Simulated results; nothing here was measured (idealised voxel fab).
The process module that follows is named voxel air gaps.
Square cells of 5 nm make up the cross-section cut, whose width is 245 nm.
Think of the cross-section as a grid of square cells. We describe it in bands, top to bottom, and each band covers one or more rows of those cells.
Each band's line starts with the height of the band's top and of its bottom, in nm. Then come its materials from left to right, each with its width in nm. One material with "throughout" fills the band from edge to edge. "air" is empty space.
We count height from 0. Below that, the starting wafer is all one material. The lowest band never ends at the bottom but goes on down; see "z 0 and below" for how that is written.
Read "30->40" as a graded width: first number on top, second number at the bottom, same change between each pair of neighbouring rows.
The designation "nothing altered", where it is given for a processing step, indicates that no cell of the cross-section was altered in the course of that step.
"Fully closed voids" contains a list of empty spaces, each no smaller than 8 cells and without an open way to the top, written in the form width x height at distance with the distance from the left edge and all three in nm.
If you see something after the settings on a step's line, that's the simulator's own remark about that step.
overlay nm: step with mask; distance mask lay right of planned place; negative value = left of planned place.
List of planned process steps:
| 1 | RECEIVE, material Si |
| 2 | CONFORMAL_DEP, material SiO2, thk nm 15 |
| 3 | CONFORMAL_DEP, material SiCN, thk nm 5 |
| 4 | DIRECTIONAL_DEP, material lowk, thk nm 35 |
| 5 | PATTERN, tone open, mask id LINES, material resist, width nm 25, pitch nm 55, thk nm 20, overlay nm 0 |
| 6 | DIRECTIONAL_ETCH, etch materials lowk, depth nm 35 |
| 7 | STRIP, etch materials resist |
| 8 | CONFORMAL_DEP, material TiN, thk nm 5 |
| 9 | FILL_DEP, material W, thk nm 5 |
| 10 | CMP, height nm 55 |
| 11 | EPI, material Ru, thk nm 10 |
| 12 | SELECTIVE_ETCH, etch materials lowk, depth nm 45 |
| 13 | CONFORMAL_DEP, material SiCN, thk nm 5 |
As-received wafer cross-section (after step 1):
z 0 and below | Si throughout
Fully closed voids: none
Looking at the first of two wafers in cross-section at end of module - ran to plan:
z 70 to 65 | 40 of air, then 165 of SiCN, then 40 of air
z 65 to 55 | 40 of air, then 5 of SiCN, then 45 of Ru, then 10 of SiCN, then 45 of Ru, then 10 of SiCN, then 45 of Ru, then 5 of SiCN, then 40 of air
z 55 to 50 | 40 of air, then 15 of SiCN, then 5 of TiN, then 15 of W, then 5 of TiN, then 30 of SiCN, then 5 of TiN, then 15 of W, then 5 of TiN, then 30 of SiCN, then 5 of TiN, then 15 of W, then 5 of TiN, then 15 of SiCN, then 40 of air
z 50 to 25 | 50 of air, then 5 of SiCN, then 5 of TiN, then 15 of W, then 5 of TiN, then 5 of SiCN, then 20 of air, then 5 of SiCN, then 5 of TiN, then 15 of W, then 5 of TiN, then 5 of SiCN, then 20 of air, then 5 of SiCN, then 5 of TiN, then 15 of W, then 5 of TiN, then 5 of SiCN, then 50 of air
z 25 to 20 | 55 of SiCN, then 25 of TiN, then 30 of SiCN, then 25 of TiN, then 30 of SiCN, then 25 of TiN, then 55 of SiCN
z 20 to 15 | SiCN throughout
z 15 to 0 | SiO2 throughout
z 0 and below | Si throughout
Fully closed voids: 20 x 25 at 85; 20 x 25 at 140
End-of-module cross-section of the second wafer: identical starting point and process plan to the first, with one processing mistake:
z 65 to 60 | 40 of air, then 165 of SiCN, then 40 of air
z 60 to 50 | 40 of air, then 5 of SiCN, then 45 of Ru, then 10 of SiCN, then 45 of Ru, then 10 of SiCN, then 45 of Ru, then 5 of SiCN, then 40 of air
z 50 to 45 | 40 of air, then 15 of SiCN, then 5 of TiN, then 15 of W, then 5 of TiN, then 30 of SiCN, then 5 of TiN, then 15 of W, then 5 of TiN, then 30 of SiCN, then 5 of TiN, then 15 of W, then 5 of TiN, then 15 of SiCN, then 40 of air
z 45 to 25 | 50 of air, then 5 of SiCN, then 5 of TiN, then 15 of W, then 5 of TiN, then 5 of SiCN, then 20 of air, then 5 of SiCN, then 5 of TiN, then 15 of W, then 5 of TiN, then 5 of SiCN, then 20 of air, then 5 of SiCN, then 5 of TiN, then 15 of W, then 5 of TiN, then 5 of SiCN, then 50 of air
z 25 to 20 | 55 of SiCN, then 25 of TiN, then 30 of SiCN, then 25 of TiN, then 30 of SiCN, then 25 of TiN, then 55 of SiCN
z 20 to 15 | SiCN throughout
z 15 to 0 | SiO2 throughout
z 0 and below | Si throughout
Fully closed voids: 20 x 20 at 85; 20 x 20 at 140
What broke from the plan during processing? for step 10, the planned setting was not used; the step was instead run as CMP, height nm 50
Final cells, second wafer relative to first, materials higher or lower: SiCN: 6 fewer; TiN: 6 fewer; W: 9 fewer
